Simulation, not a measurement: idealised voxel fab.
Proc. module: voxel trench capacitor
Pictured: cross-section cut, 275 nm wide, on a grid of 5 nm square cells.
Notation: cross-section as square-cell grid; stated in bands, top first, going down; one or more cell rows per band.
Top height, bottom height, nm. Materials left to right, width each, nm. Single material + "everywhere" = fills band edge to edge. "air" = empty.
The level at which height equals 0 is the one under which the wafer, as it arrives, is entirely one material. No lower edge exists for the bottom band, which continues downward and is notated as in "0 -> down".
Think of "30..40" as a width that walks from the first number to the second as you go down the band, top row to bottom row, taking equal-sized steps from row to row.
What does "stayed the same" mean for a step? It means no cell of the cross-section changed in that step.
"Sealed internal cavities": sealed empty spaces, 8 cells or more, no open way to top, listed width x height at distance, with distance from the left edge and width, height and distance in nm.
That trailing text on a step's line, after the settings, is the simulator's own remark on the step.
overlay nm: how far to the right of its planned place the mask lay on this masked step (negative: to the left).

List of planned process steps:
1 op RECEIVE | material Si
2 op CONFORMAL_DEP | material SiN | thk nm 10
3 op MASKED_ETCH | tone open | mask id TRENCH | width nm 30 | pitch nm 60 | etch materials SiN | depth nm 10 | overlay nm 0
4 op MASKED_ETCH | tone open | mask id TRENCH | width nm 30 | pitch nm 60 | etch materials Si | depth nm 25 | overlay nm 0
5 op CONFORMAL_DEP | material Al2O3 | thk nm 5
6 op CONFORMAL_DEP | material TiN | thk nm 5
7 op FILL_DEP | material W | thk nm 10
8 op CMP | height nm 10

Cross-section: wafer on arrival = after step 1:
    0 -> down = Si everywhere
    Sealed internal cavities: none

Below is the wafer in cross-section after the module was completed. It began from the starting point shown above and followed the plan shown above, except that one mistake was made while running it:
    10 -> 0 = SiN 30 / Al2O3 5 / TiN 5 / W 10 / TiN 5 / Al2O3 5 / SiN 30 / Al2O3 5 / TiN 5 / W 10 / TiN 5 / Al2O3 5 / SiN 30 / Al2O3 5 / TiN 5 / W 10 / TiN 5 / Al2O3 5 / SiN 30 / Al2O3 5 / TiN 5 / W 10 / TiN 5 / Al2O3 5 / SiN 35
    0 -> -5 = Si 30 / Al2O3 5 / TiN 5 / W 10 / TiN 5 / Al2O3 5 / Si 30 / Al2O3 5 / TiN 5 / W 10 / TiN 5 / Al2O3 5 / Si 30 / Al2O3 5 / TiN 5 / W 10 / TiN 5 / Al2O3 5 / Si 30 / Al2O3 5 / TiN 5 / W 10 / TiN 5 / Al2O3 5 / Si 35
    -5 -> -10 = Si 30 / Al2O3 5 / TiN 20 / Al2O3 5 / Si 30 / Al2O3 5 / TiN 20 / Al2O3 5 / Si 30 / Al2O3 5 / TiN 20 / Al2O3 5 / Si 30 / Al2O3 5 / TiN 20 / Al2O3 5 / Si 35
    -10 -> -15 = Si 30 / Al2O3 30 / Si 30 / Al2O3 30 / Si 30 / Al2O3 30 / Si 30 / Al2O3 30 / Si 35
    -15 -> down = Si everywhere
    Sealed internal cavities: none
Finding, execution versus plan: in deviation from the planned setting, step 4 was conducted as op MASKED_ETCH | tone open | mask id TRENCH | width nm 30 | pitch nm 60 | etch materials Si | depth nm 15 | overlay nm 0
